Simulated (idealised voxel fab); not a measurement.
process module | voxel wiring stack
cross-section cut | 200 nm wide | cells 5 nm
A cross-section is a grid of square cells, given in bands from the top down. A band is one or more rows of cells.
Each band's line starts with the height of the band's top and of its bottom, in nm. Then come its materials from left to right, each with its width in nm. One material with "throughout" fills the band from edge to edge. "air" is empty space.
Height 0 is the level under which the wafer as received is all one material. The lowest band goes on downwards, as in "0 down".
A width such as "30 to 40" changes by the same amount from each row of cells to the next, from the band's top row to its bottom row.
"no change" after a step means that no cell of the cross-section changed.
closed voids: empty space of 8 cells or more with no open way to the top, each as width x height at its distance from the left edge, in nm
after a step's settings: what the simulator itself notes on the step
overlay nm, on a step with a mask: how far to the right of its planned place the mask lay; to the left if negative
plan
1 op RECEIVE | material Si
2 op CONFORMAL_DEP | material SiO2 | thk nm 15
3 op CONFORMAL_DEP | material SiCN | thk nm 5
4 op DIRECTIONAL_DEP | material lowk | thk nm 20
5 op DIRECTIONAL_DEP | material aC | thk nm 10
6 op PATTERN | tone open | mask id METAL_1 | material resist | width nm 25 | pitch nm 40 | thk nm 25 | overlay nm 0
7 op DIRECTIONAL_ETCH | etch materials aC | depth nm 10
8 op STRIP | etch materials resist
9 op DIRECTIONAL_ETCH | etch materials lowk | depth nm 20
10 op DIRECTIONAL_ETCH | etch materials SiCN | depth nm 5
11 op STRIP | etch materials aC
12 op CONFORMAL_DEP | material TiN | thk nm 5
13 op FILL_DEP | material Ru | thk nm 10
14 op CMP | height nm 40
15 op CONFORMAL_DEP | material SiCN | thk nm 5
16 op DIRECTIONAL_DEP | material lowk | thk nm 35
17 op DIRECTIONAL_DEP | material aC | thk nm 15
18 op PATTERN | tone open | mask id METAL_2_HOLES | material resist | width nm 15 | pitch nm 40 | thk nm 30 | overlay nm 0
19 op DIRECTIONAL_ETCH | etch materials aC | depth nm 15
20 op STRIP | etch materials resist
21 op DIRECTIONAL_ETCH | etch materials lowk | depth nm 35
22 op STRIP | etch materials aC
23 op DIRECTIONAL_DEP | material aC | thk nm 10
24 op PATTERN | tone open | mask id METAL_2 | material resist | width nm 25 | pitch nm 40 | thk nm 25 | overlay nm 0
25 op DIRECTIONAL_ETCH | etch materials aC | depth nm 10
26 op STRIP | etch materials resist
27 op DIRECTIONAL_ETCH | etch materials lowk | depth nm 20
28 op DIRECTIONAL_ETCH | etch materials SiCN | depth nm 5
29 op STRIP | etch materials aC
30 op CONFORMAL_DEP | material TiN | thk nm 5
31 op FILL_DEP | material Cu | thk nm 5
32 op CMP | height nm 80
33 op CONFORMAL_DEP | material SiCN | thk nm 5
34 op DIRECTIONAL_DEP | material lowk | thk nm 10
35 op MASKED_ETCH | tone open | mask id PLUG_2 | width nm 15 | pitch nm 80 | etch materials lowk | depth nm 10 | overlay nm 0
36 op MASKED_ETCH | tone open | mask id PLUG_2 | width nm 15 | pitch nm 80 | etch materials SiCN | depth nm 5 | overlay nm 0
37 op CONFORMAL_DEP | material TiN | thk nm 5
38 op FILL_DEP | material W | thk nm 10
39 op CMP | height nm 95
40 op DIRECTIONAL_DEP | material TiN | thk nm 5
41 op DIRECTIONAL_DEP | material Ru | thk nm 25
42 op PATTERN | tone cover | mask id METAL_3 | material resist | width nm 25 | pitch nm 40 | thk nm 20 | overlay nm 0
43 op DIRECTIONAL_ETCH | etch materials Ru | depth nm 25
44 op DIRECTIONAL_ETCH | etch materials TiN | depth nm 5
45 op STRIP | etch materials resist
46 op FILL_DEP | material lowk | thk nm 10
47 op CMP | height nm 125
48 op CONFORMAL_DEP | material SiCN | thk nm 5
first wafer, as planned
as received, after step 1
  0 down: Si throughout
  closed voids: none
after step 2
  15 to 0: SiO2 throughout
  below 0: unchanged
after step 3
  20 to 15: SiCN throughout
  below 15: unchanged
after step 4
  40 to 20: lowk throughout
  below 20: unchanged
after step 5
  50 to 40: aC throughout
  below 40: unchanged
after step 6
  75 to 50: resist 25 | air 25 | resist 15 | air 25 | resist 15 | air 25 | resist 15 | air 25 | resist 30
  below 50: unchanged
after step 7
  65 to 50: resist 25 | air 25 | resist 15 | air 25 | resist 15 | air 25 | resist 15 | air 25 | resist 30
  50 to 40: aC 25 | air 25 | aC 15 | air 25 | aC 15 | air 25 | aC 15 | air 25 | aC 30
  below 40: unchanged
after step 8
  50 to 40: aC 25 | air 25 | aC 15 | air 25 | aC 15 | air 25 | aC 15 | air 25 | aC 30
  below 40: unchanged
after step 9
  50 to 40: aC 25 | air 25 | aC 15 | air 25 | aC 15 | air 25 | aC 15 | air 25 | aC 30
  40 to 20: lowk 25 | air 25 | lowk 15 | air 25 | lowk 15 | air 25 | lowk 15 | air 25 | lowk 30
  below 20: unchanged
after step 10
  50 to 40: aC 25 | air 25 | aC 15 | air 25 | aC 15 | air 25 | aC 15 | air 25 | aC 30
  40 to 20: lowk 25 | air 25 | lowk 15 | air 25 | lowk 15 | air 25 | lowk 15 | air 25 | lowk 30
  20 to 15: SiCN 25 | air 25 | SiCN 15 | air 25 | SiCN 15 | air 25 | SiCN 15 | air 25 | SiCN 30
  below 15: unchanged
after step 11
  40 to 20: lowk 25 | air 25 | lowk 15 | air 25 | lowk 15 | air 25 | lowk 15 | air 25 | lowk 30
  below 20: unchanged
after step 12
  45 to 40: TiN 30 | air 15 | TiN 25 | air 15 | TiN 25 | air 15 | TiN 25 | air 15 | TiN 35
  40 to 20: lowk 25 | TiN 5 | air 15 | TiN 5 | lowk 15 | TiN 5 | air 15 | TiN 5 | lowk 15 | TiN 5 | air 15 | TiN 5 | lowk 15 | TiN 5 | air 15 | TiN 5 | lowk 30
  20 to 15: SiCN 25 | TiN 25 | SiCN 15 | TiN 25 | SiCN 15 | TiN 25 | SiCN 15 | TiN 25 | SiCN 30
  below 15: unchanged
after step 13
  55 to 45: Ru throughout
  45 to 40: TiN 30 | Ru 15 | TiN 25 | Ru 15 | TiN 25 | Ru 15 | TiN 25 | Ru 15 | TiN 35
  40 to 20: lowk 25 | TiN 5 | Ru 15 | TiN 5 | lowk 15 | TiN 5 | Ru 15 | TiN 5 | lowk 15 | TiN 5 | Ru 15 | TiN 5 | lowk 15 | TiN 5 | Ru 15 | TiN 5 | lowk 30
  below 20: unchanged
after step 14
  40 to 20: lowk 25 | TiN 5 | Ru 15 | TiN 5 | lowk 15 | TiN 5 | Ru 15 | TiN 5 | lowk 15 | TiN 5 | Ru 15 | TiN 5 | lowk 15 | TiN 5 | Ru 15 | TiN 5 | lowk 30
  below 20: unchanged
after step 15
  45 to 40: SiCN throughout
  below 40: unchanged
after step 16
  80 to 45: lowk throughout
  below 45: unchanged
after step 17
  95 to 80: aC throughout
  below 80: unchanged
after step 18
  125 to 95: resist 25 | air 15 | resist 25 | air 15 | resist 25 | air 15 | resist 25 | air 15 | resist 40
  below 95: unchanged
after step 19
  110 to 95: resist 25 | air 15 | resist 25 | air 15 | resist 25 | air 15 | resist 25 | air 15 | resist 40
  95 to 80: aC 25 | air 15 | aC 25 | air 15 | aC 25 | air 15 | aC 25 | air 15 | aC 40
  below 80: unchanged
after step 20
  95 to 80: aC 25 | air 15 | aC 25 | air 15 | aC 25 | air 15 | aC 25 | air 15 | aC 40
  below 80: unchanged
after step 21
  95 to 80: aC 25 | air 15 | aC 25 | air 15 | aC 25 | air 15 | aC 25 | air 15 | aC 40
  80 to 45: lowk 25 | air 15 | lowk 25 | air 15 | lowk 25 | air 15 | lowk 25 | air 15 | lowk 40
  below 45: unchanged
after step 22
  80 to 45: lowk 25 | air 15 | lowk 25 | air 15 | lowk 25 | air 15 | lowk 25 | air 15 | lowk 40
  below 45: unchanged
after step 23
  90 to 80: aC 25 | air 15 | aC 25 | air 15 | aC 25 | air 15 | aC 25 | air 15 | aC 40
  80 to 55: lowk 25 | air 15 | lowk 25 | air 15 | lowk 25 | air 15 | lowk 25 | air 15 | lowk 40
  55 to 45: lowk 25 | aC 15 | lowk 25 | aC 15 | lowk 25 | aC 15 | lowk 25 | aC 15 | lowk 40
  below 45: unchanged
after step 24
  115 to 90: resist 25 | air 25 | resist 15 | air 25 | resist 15 | air 25 | resist 15 | air 25 | resist 30
  below 90: unchanged
after step 25
  105 to 90: resist 25 | air 25 | resist 15 | air 25 | resist 15 | air 25 | resist 15 | air 25 | resist 30
  90 to 80: aC 25 | air 25 | aC 15 | air 25 | aC 15 | air 25 | aC 15 | air 25 | aC 30
  80 to 45: lowk 25 | air 15 | lowk 25 | air 15 | lowk 25 | air 15 | lowk 25 | air 15 | lowk 40
  below 45: unchanged
after step 26
  90 to 80: aC 25 | air 25 | aC 15 | air 25 | aC 15 | air 25 | aC 15 | air 25 | aC 30
  below 80: unchanged
after step 27
  90 to 80: aC 25 | air 25 | aC 15 | air 25 | aC 15 | air 25 | aC 15 | air 25 | aC 30
  80 to 60: lowk 25 | air 25 | lowk 15 | air 25 | lowk 15 | air 25 | lowk 15 | air 25 | lowk 30
  below 60: unchanged
after step 28
  90 to 80: aC 25 | air 25 | aC 15 | air 25 | aC 15 | air 25 | aC 15 | air 25 | aC 30
  80 to 60: lowk 25 | air 25 | lowk 15 | air 25 | lowk 15 | air 25 | lowk 15 | air 25 | lowk 30
  60 to 45: lowk 25 | air 15 | lowk 25 | air 15 | lowk 25 | air 15 | lowk 25 | air 15 | lowk 40
  45 to 40: SiCN 25 | air 15 | SiCN 25 | air 15 | SiCN 25 | air 15 | SiCN 25 | air 15 | SiCN 40
  below 40: unchanged
after step 29
  80 to 60: lowk 25 | air 25 | lowk 15 | air 25 | lowk 15 | air 25 | lowk 15 | air 25 | lowk 30
  below 60: unchanged
after step 30
  85 to 80: TiN 30 | air 15 | TiN 25 | air 15 | TiN 25 | air 15 | TiN 25 | air 15 | TiN 35
  80 to 65: lowk 25 | TiN 5 | air 15 | TiN 5 | lowk 15 | TiN 5 | air 15 | TiN 5 | lowk 15 | TiN 5 | air 15 | TiN 5 | lowk 15 | TiN 5 | air 15 | TiN 5 | lowk 30
  65 to 60: lowk 25 | TiN 5 | air 5 | TiN 15 | lowk 15 | TiN 5 | air 5 | TiN 15 | lowk 15 | TiN 5 | air 5 | TiN 15 | lowk 15 | TiN 5 | air 5 | TiN 15 | lowk 30
  60 to 45: lowk 25 | TiN 5 | air 5 | TiN 5 | lowk 25 | TiN 5 | air 5 | TiN 5 | lowk 25 | TiN 5 | air 5 | TiN 5 | lowk 25 | TiN 5 | air 5 | TiN 5 | lowk 40
  45 to 40: SiCN 25 | TiN 15 | SiCN 25 | TiN 15 | SiCN 25 | TiN 15 | SiCN 25 | TiN 15 | SiCN 40
  below 40: unchanged
after step 31
  90 to 85: Cu throughout
  85 to 80: TiN 30 | Cu 15 | TiN 25 | Cu 15 | TiN 25 | Cu 15 | TiN 25 | Cu 15 | TiN 35
  80 to 65: lowk 25 | TiN 5 | Cu 15 | TiN 5 | lowk 15 | TiN 5 | Cu 15 | TiN 5 | lowk 15 | TiN 5 | Cu 15 | TiN 5 | lowk 15 | TiN 5 | Cu 15 | TiN 5 | lowk 30
  65 to 60: lowk 25 | TiN 5 | Cu 5 | TiN 15 | lowk 15 | TiN 5 | Cu 5 | TiN 15 | lowk 15 | TiN 5 | Cu 5 | TiN 15 | lowk 15 | TiN 5 | Cu 5 | TiN 15 | lowk 30
  60 to 45: lowk 25 | TiN 5 | Cu 5 | TiN 5 | lowk 25 | TiN 5 | Cu 5 | TiN 5 | lowk 25 | TiN 5 | Cu 5 | TiN 5 | lowk 25 | TiN 5 | Cu 5 | TiN 5 | lowk 40
  below 45: unchanged
after step 32
  80 to 65: lowk 25 | TiN 5 | Cu 15 | TiN 5 | lowk 15 | TiN 5 | Cu 15 | TiN 5 | lowk 15 | TiN 5 | Cu 15 | TiN 5 | lowk 15 | TiN 5 | Cu 15 | TiN 5 | lowk 30
  below 65: unchanged
after step 33
  85 to 80: SiCN throughout
  below 80: unchanged
after step 34
  95 to 85: lowk throughout
  below 85: unchanged
after step 35
  95 to 85: lowk 25 | air 15 | lowk 65 | air 15 | lowk 80
  below 85: unchanged
after step 36
  95 to 85: lowk 25 | air 15 | lowk 65 | air 15 | lowk 80
  85 to 80: SiCN 25 | air 15 | SiCN 65 | air 15 | SiCN 80
  below 80: unchanged
after step 37
  100 to 95: TiN 30 | air 5 | TiN 75 | air 5 | TiN 85
  95 to 85: lowk 25 | TiN 5 | air 5 | TiN 5 | lowk 65 | TiN 5 | air 5 | TiN 5 | lowk 80
  85 to 80: SiCN 25 | TiN 15 | SiCN 65 | TiN 15 | SiCN 80
  below 80: unchanged
after step 38
  110 to 100: W throughout
  100 to 95: TiN 30 | W 5 | TiN 75 | W 5 | TiN 85
  95 to 85: lowk 25 | TiN 5 | W 5 | TiN 5 | lowk 65 | TiN 5 | W 5 | TiN 5 | lowk 80
  below 85: unchanged
after step 39
  95 to 85: lowk 25 | TiN 5 | W 5 | TiN 5 | lowk 65 | TiN 5 | W 5 | TiN 5 | lowk 80
  below 85: unchanged
after step 40
  100 to 95: TiN throughout
  below 95: unchanged
after step 41
  125 to 100: Ru throughout
  below 100: unchanged
after step 42
  145 to 125: air 25 | resist 25 | air 15 | resist 25 | air 15 | resist 25 | air 15 | resist 25 | air 30
  below 125: unchanged
after step 43
  145 to 125: air 25 | resist 25 | air 15 | resist 25 | air 15 | resist 25 | air 15 | resist 25 | air 30
  125 to 100: air 25 | Ru 25 | air 15 | Ru 25 | air 15 | Ru 25 | air 15 | Ru 25 | air 30
  below 100: unchanged
after step 44
  145 to 125: air 25 | resist 25 | air 15 | resist 25 | air 15 | resist 25 | air 15 | resist 25 | air 30
  125 to 100: air 25 | Ru 25 | air 15 | Ru 25 | air 15 | Ru 25 | air 15 | Ru 25 | air 30
  100 to 95: air 25 | TiN 25 | air 15 | TiN 25 | air 15 | TiN 25 | air 15 | TiN 25 | air 30
  below 95: unchanged
after step 45
  125 to 100: air 25 | Ru 25 | air 15 | Ru 25 | air 15 | Ru 25 | air 15 | Ru 25 | air 30
  below 100: unchanged
after step 46
  135 to 125: lowk throughout
  125 to 100: lowk 25 | Ru 25 | lowk 15 | Ru 25 | lowk 15 | Ru 25 | lowk 15 | Ru 25 | lowk 30
  100 to 95: lowk 25 | TiN 25 | lowk 15 | TiN 25 | lowk 15 | TiN 25 | lowk 15 | TiN 25 | lowk 30
  below 95: unchanged
after step 47
  125 to 100: lowk 25 | Ru 25 | lowk 15 | Ru 25 | lowk 15 | Ru 25 | lowk 15 | Ru 25 | lowk 30
  below 100: unchanged
after step 48
  130 to 125: SiCN throughout
  below 125: unchanged
second wafer: like start, like plan, one mistake. Through step 15 it matches the first wafer
when step 16 should have ended
  115 to 45: lowk throughout
  below 45: unchanged
when step 17 should have ended
  130 to 115: aC throughout
  below 115: unchanged
when step 18 should have ended
  160 to 130: resist 25 | air 15 | resist 25 | air 15 | resist 25 | air 15 | resist 25 | air 15 | resist 40
  below 130: unchanged
when step 19 should have ended
  145 to 130: resist 25 | air 15 | resist 25 | air 15 | resist 25 | air 15 | resist 25 | air 15 | resist 40
  130 to 115: aC 25 | air 15 | aC 25 | air 15 | aC 25 | air 15 | aC 25 | air 15 | aC 40
  below 115: unchanged
when step 20 should have ended
  130 to 115: aC 25 | air 15 | aC 25 | air 15 | aC 25 | air 15 | aC 25 | air 15 | aC 40
  below 115: unchanged
when step 21 should have ended
  130 to 115: aC 25 | air 15 | aC 25 | air 15 | aC 25 | air 15 | aC 25 | air 15 | aC 40
  115 to 80: lowk 25 | air 15 | lowk 25 | air 15 | lowk 25 | air 15 | lowk 25 | air 15 | lowk 40
  below 80: unchanged
when step 22 should have ended
  115 to 80: lowk 25 | air 15 | lowk 25 | air 15 | lowk 25 | air 15 | lowk 25 | air 15 | lowk 40
  below 80: unchanged
when step 23 should have ended
  125 to 115: aC 25 | air 15 | aC 25 | air 15 | aC 25 | air 15 | aC 25 | air 15 | aC 40
  115 to 90: lowk 25 | air 15 | lowk 25 | air 15 | lowk 25 | air 15 | lowk 25 | air 15 | lowk 40
  90 to 80: lowk 25 | aC 15 | lowk 25 | aC 15 | lowk 25 | aC 15 | lowk 25 | aC 15 | lowk 40
  below 80: unchanged
when step 24 should have ended
  150 to 125: resist 25 | air 25 | resist 15 | air 25 | resist 15 | air 25 | resist 15 | air 25 | resist 30
  below 125: unchanged
when step 25 should have ended
  140 to 125: resist 25 | air 25 | resist 15 | air 25 | resist 15 | air 25 | resist 15 | air 25 | resist 30
  125 to 115: aC 25 | air 25 | aC 15 | air 25 | aC 15 | air 25 | aC 15 | air 25 | aC 30
  115 to 80: lowk 25 | air 15 | lowk 25 | air 15 | lowk 25 | air 15 | lowk 25 | air 15 | lowk 40
  below 80: unchanged
when step 26 should have ended
  125 to 115: aC 25 | air 25 | aC 15 | air 25 | aC 15 | air 25 | aC 15 | air 25 | aC 30
  below 115: unchanged
when step 27 should have ended
  125 to 115: aC 25 | air 25 | aC 15 | air 25 | aC 15 | air 25 | aC 15 | air 25 | aC 30
  115 to 95: lowk 25 | air 25 | lowk 15 | air 25 | lowk 15 | air 25 | lowk 15 | air 25 | lowk 30
  95 to 60: lowk 25 | air 15 | lowk 25 | air 15 | lowk 25 | air 15 | lowk 25 | air 15 | lowk 40
  below 60: unchanged
when step 28 should have ended: no change
when step 29 should have ended
  115 to 95: lowk 25 | air 25 | lowk 15 | air 25 | lowk 15 | air 25 | lowk 15 | air 25 | lowk 30
  below 95: unchanged
when step 30 should have ended
  120 to 115: TiN 30 | air 15 | TiN 25 | air 15 | TiN 25 | air 15 | TiN 25 | air 15 | TiN 35
  115 to 100: lowk 25 | TiN 5 | air 15 | TiN 5 | lowk 15 | TiN 5 | air 15 | TiN 5 | lowk 15 | TiN 5 | air 15 | TiN 5 | lowk 15 | TiN 5 | air 15 | TiN 5 | lowk 30
  100 to 95: lowk 25 | TiN 5 | air 5 | TiN 15 | lowk 15 | TiN 5 | air 5 | TiN 15 | lowk 15 | TiN 5 | air 5 | TiN 15 | lowk 15 | TiN 5 | air 5 | TiN 15 | lowk 30
  95 to 65: lowk 25 | TiN 5 | air 5 | TiN 5 | lowk 25 | TiN 5 | air 5 | TiN 5 | lowk 25 | TiN 5 | air 5 | TiN 5 | lowk 25 | TiN 5 | air 5 | TiN 5 | lowk 40
  65 to 60: lowk 25 | TiN 15 | lowk 25 | TiN 15 | lowk 25 | TiN 15 | lowk 25 | TiN 15 | lowk 40
  below 60: unchanged
when step 31 should have ended
  125 to 120: Cu throughout
  120 to 115: TiN 30 | Cu 15 | TiN 25 | Cu 15 | TiN 25 | Cu 15 | TiN 25 | Cu 15 | TiN 35
  115 to 100: lowk 25 | TiN 5 | Cu 15 | TiN 5 | lowk 15 | TiN 5 | Cu 15 | TiN 5 | lowk 15 | TiN 5 | Cu 15 | TiN 5 | lowk 15 | TiN 5 | Cu 15 | TiN 5 | lowk 30
  100 to 95: lowk 25 | TiN 5 | Cu 5 | TiN 15 | lowk 15 | TiN 5 | Cu 5 | TiN 15 | lowk 15 | TiN 5 | Cu 5 | TiN 15 | lowk 15 | TiN 5 | Cu 5 | TiN 15 | lowk 30
  95 to 65: lowk 25 | TiN 5 | Cu 5 | TiN 5 | lowk 25 | TiN 5 | Cu 5 | TiN 5 | lowk 25 | TiN 5 | Cu 5 | TiN 5 | lowk 25 | TiN 5 | Cu 5 | TiN 5 | lowk 40
  below 65: unchanged
when step 32 should have ended
  80 to 65: lowk 25 | TiN 5 | Cu 5 | TiN 5 | lowk 25 | TiN 5 | Cu 5 | TiN 5 | lowk 25 | TiN 5 | Cu 5 | TiN 5 | lowk 25 | TiN 5 | Cu 5 | TiN 5 | lowk 40
  below 65: unchanged
when step 33 should have ended
  85 to 80: SiCN throughout
  below 80: unchanged
when step 34 should have ended
  95 to 85: lowk throughout
  below 85: unchanged
when step 35 should have ended
  95 to 85: lowk 25 | air 15 | lowk 65 | air 15 | lowk 80
  below 85: unchanged
when step 36 should have ended
  95 to 85: lowk 25 | air 15 | lowk 65 | air 15 | lowk 80
  85 to 80: SiCN 25 | air 15 | SiCN 65 | air 15 | SiCN 80
  below 80: unchanged
when step 37 should have ended
  100 to 95: TiN 30 | air 5 | TiN 75 | air 5 | TiN 85
  95 to 85: lowk 25 | TiN 5 | air 5 | TiN 5 | lowk 65 | TiN 5 | air 5 | TiN 5 | lowk 80
  85 to 80: SiCN 25 | TiN 15 | SiCN 65 | TiN 15 | SiCN 80
  below 80: unchanged
when step 38 should have ended
  110 to 100: W throughout
  100 to 95: TiN 30 | W 5 | TiN 75 | W 5 | TiN 85
  95 to 85: lowk 25 | TiN 5 | W 5 | TiN 5 | lowk 65 | TiN 5 | W 5 | TiN 5 | lowk 80
  below 85: unchanged
when step 39 should have ended
  95 to 85: lowk 25 | TiN 5 | W 5 | TiN 5 | lowk 65 | TiN 5 | W 5 | TiN 5 | lowk 80
  below 85: unchanged
when step 40 should have ended
  100 to 95: TiN throughout
  below 95: unchanged
when step 41 should have ended
  125 to 100: Ru throughout
  below 100: unchanged
when step 42 should have ended
  145 to 125: air 25 | resist 25 | air 15 | resist 25 | air 15 | resist 25 | air 15 | resist 25 | air 30
  below 125: unchanged
when step 43 should have ended
  145 to 125: air 25 | resist 25 | air 15 | resist 25 | air 15 | resist 25 | air 15 | resist 25 | air 30
  125 to 100: air 25 | Ru 25 | air 15 | Ru 25 | air 15 | Ru 25 | air 15 | Ru 25 | air 30
  below 100: unchanged
when step 44 should have ended
  145 to 125: air 25 | resist 25 | air 15 | resist 25 | air 15 | resist 25 | air 15 | resist 25 | air 30
  125 to 100: air 25 | Ru 25 | air 15 | Ru 25 | air 15 | Ru 25 | air 15 | Ru 25 | air 30
  100 to 95: air 25 | TiN 25 | air 15 | TiN 25 | air 15 | TiN 25 | air 15 | TiN 25 | air 30
  below 95: unchanged
when step 45 should have ended
  125 to 100: air 25 | Ru 25 | air 15 | Ru 25 | air 15 | Ru 25 | air 15 | Ru 25 | air 30
  below 100: unchanged
when step 46 should have ended
  135 to 125: lowk throughout
  125 to 100: lowk 25 | Ru 25 | lowk 15 | Ru 25 | lowk 15 | Ru 25 | lowk 15 | Ru 25 | lowk 30
  100 to 95: lowk 25 | TiN 25 | lowk 15 | TiN 25 | lowk 15 | TiN 25 | lowk 15 | TiN 25 | lowk 30
  below 95: unchanged
when step 47 should have ended
  125 to 100: lowk 25 | Ru 25 | lowk 15 | Ru 25 | lowk 15 | Ru 25 | lowk 15 | Ru 25 | lowk 30
  below 100: unchanged
when step 48 should have ended
  130 to 125: SiCN throughout
  below 125: unchanged
what went wrong: step 16 was run twice
at the end the second wafer has, in cells: 40 fewer of Cu | 12 more of SiCN | 40 fewer of TiN | 68 more of lowk
